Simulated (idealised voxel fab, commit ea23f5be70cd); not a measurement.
Process module in this document: voxel self aligned vias
Shown is cross-section cut, with a width of 205 nm and square cells of size 5 nm.
This document writes a cross-section as a grid whose cells are square, and gives it as bands, listed from the top down; one or more rows of cells form a band. Top, bottom (nm), then materials left to right with widths (nm); lone material tagged "full width" fills the whole band edge to edge; "air" = empty space. Heights from 0 (as-received wafer is one material below). Bottom band endless downward, as "0 -> down". Width "30->40": first value at the band's top row of cells, second value at its bottom row, equal change from row to row. It should be understood that the words "remains unaltered", when stated for a given step, signify that the cross-section underwent no change in any of its cells during that step. Any empty space of 8 cells or more lacking an open way to the top shows up in "Completely enclosed voids" as width x height at distance, distance from the left edge, in nm. Formally, on a step line, whatever follows the settings is a remark that the simulator itself makes on the step. When a step includes a mask, the "overlay nm" setting on its line states how far to the right of its planned place that mask lay, and negative values state how far to the left.

# The following list gives the planned process steps
- 1: RECEIVE,material Si
- 2: CONFORMAL_DEP,material SiO2,thk nm 10
- 3: CONFORMAL_DEP,material SiCN,thk nm 5
- 4: DIRECTIONAL_DEP,material lowk,thk nm 30
- 5: MASKED_ETCH,tone open,mask id LINES,width nm 20,pitch nm 65,etch materials lowk,depth nm 30,overlay nm 0
- 6: CONFORMAL_DEP,material TiN,thk nm 5
- 7: FILL_DEP,material W,thk nm 5
- 8: CMP,height nm 45
- 9: SELECTIVE_ETCH,etch materials W Ru TiN,depth nm 5
- 10: FILL_DEP,material SiN,thk nm 5
- 11: CMP,height nm 45
- 12: DIRECTIONAL_DEP,material lowk,thk nm 15
- 13: PATTERN,tone open,mask id VIAS,material resist,width nm 40,pitch nm 65,thk nm 20,overlay nm 0
- 14: DIRECTIONAL_ETCH,etch materials lowk,depth nm 15
- 15: DIRECTIONAL_ETCH,etch materials SiN,depth nm 5
- 16: STRIP,etch materials resist
- 17: CONFORMAL_DEP,material TiN,thk nm 5
- 18: FILL_DEP,material Cu,thk nm 10
- 19: CMP,height nm 60
- 20: CONFORMAL_DEP,material SiCN,thk nm 5

# Cross-section of the wafer at receipt, which is the condition after step 1
- 0 -> down  Si full width
- Completely enclosed voids: none

# Post-module cross-section: identical start and plan to those above, one misstep in execution
- 65 -> 60  SiCN full width
- 60 -> 50  Cu=10, TiN=5, lowk=40, TiN=5, Cu=15, TiN=5, lowk=40, TiN=5, Cu=15, TiN=5, lowk=40, TiN=5, Cu=15
- 50 -> 45  TiN=15, lowk=40, TiN=25, lowk=40, TiN=25, lowk=40, TiN=20
- 45 -> 40  lowk=25, SiN=20, lowk=45, SiN=20, lowk=45, SiN=20, lowk=30
- 40 -> 20  lowk=25, TiN=5, W=10, TiN=5, lowk=45, TiN=5, W=10, TiN=5, lowk=45, TiN=5, W=10, TiN=5, lowk=30
- 20 -> 15  lowk=25, TiN=20, lowk=45, TiN=20, lowk=45, TiN=20, lowk=30
- 15 -> 10  SiCN full width
- 10 -> 0  SiO2 full width
- 0 -> down  Si full width
- Completely enclosed voids: none
Want to know what went wrong? in deviation from the planned setting, step 13 was conducted as PATTERN,tone cover,mask id VIAS,material resist,width nm 40,pitch nm 65,thk nm 20,overlay nm 0
